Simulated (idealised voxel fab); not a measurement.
You're looking at the process module voxel self aligned contacts.
In the cross-section labelled cut, the width is 160 nm and each square cell is 5 nm.
Throughout this document, each cross-section is represented as a grid of square cells and is presented as a sequence of bands enumerated from the top downward, where a band comprises one or more rows of cells. It is stipulated that each band's entry specify, in nanometres, the height of the top of the band and then that of its bottom, followed by the materials of the band in left-to-right sequence, each together with its width in nanometres. A single material marked by the word "all across" is understood to fill the band from edge to edge; the word "empty" is understood to denote empty space. For the purposes of this specification, 0 denotes the height below which the wafer in its as-received condition is composed wholly of one material, and the lowermost band, lacking a lower limit, extends downward without end, as expressed in "0..down". Width "30->40": first value at the band's top row of cells, second value at its bottom row, equal change from row to row. Basically "remains unaltered" means that step didn't change any cell in the cross-section. Voids not open to the top, 8 cells minimum: see "Closed cavities". Written width x height at distance; distance is from the left edge; nm. Text after the settings on a step's line: the simulator's own remark on that step. overlay nm: right-of-plan distance of the mask on a masked step; negative values mean left-of-plan.

[So here's the lineup of process steps we planned]
1. RECEIVE (material Si)
2. OXIDIZE (depth nm 5)
3. DIRECTIONAL_DEP (material polySi; thk nm 30)
4. DIRECTIONAL_DEP (material SiN; thk nm 25)
5. PATTERN (tone cover; mask id GATE; material resist; width nm 35; pitch nm 70; thk nm 20; overlay nm 0)
6. DIRECTIONAL_ETCH (etch materials SiN; depth nm 25)
7. DIRECTIONAL_ETCH (etch materials polySi; depth nm 30)
8. STRIP (etch materials resist)
9. CONFORMAL_DEP (material SiN; thk nm 10)
10. DIRECTIONAL_ETCH (etch materials SiN; depth nm 10)
11. FILL_DEP (material SiO2; thk nm 15)
12. CMP (height nm 65)
13. DIRECTIONAL_DEP (material aC; thk nm 15)
14. PATTERN (tone open; mask id CONTACT; material resist; width nm 45; thk nm 35; overlay nm 0)
15. DIRECTIONAL_ETCH (etch materials aC; depth nm 15)
16. STRIP (etch materials resist)
17. DIRECTIONAL_ETCH (etch materials SiO2; depth nm 70)
18. STRIP (etch materials aC)
19. CONFORMAL_DEP (material TiN; thk nm 5)
20. FILL_DEP (material W; thk nm 10)
21. CMP (height nm 65)
22. CONFORMAL_DEP (material SiN; thk nm 5)

[Cross-sectional view of the wafer in its as-received condition, corresponding to the state after step 1]
    0..down = Si all across
    Closed cavities: none

[Look at the cross-section after the module: the wafer started out the way shown above and the plan was the one shown above, yet one mistake was made along the way]
    70..65 = SiN all across
    65..55 = 55 nm SiO2; 5->20 nm TiN; 35->5 nm W; 5->20 nm TiN; 60 nm SiO2
    55..30 = 15 nm SiO2; 55 nm SiN; 5 nm TiN; 5 nm W; 5 nm TiN; 55 nm SiN; 20 nm SiO2
    30..5 = 15 nm SiO2; 10 nm SiN; 35 nm polySi; 10 nm SiN; 5 nm TiN; 5 nm W; 5 nm TiN; 10 nm SiN; 35 nm polySi; 10 nm SiN; 20 nm SiO2
    5..0 = 15 nm SiO2; 10 nm SiN; 35 nm polySi; 10 nm SiN; 15 nm TiN; 10 nm SiN; 35 nm polySi; 10 nm SiN; 20 nm SiO2
    0..down = Si all across
    Closed cavities: none
Heads up, the wafer didn't run the way we planned it: skipped: plan step 2 (never run)
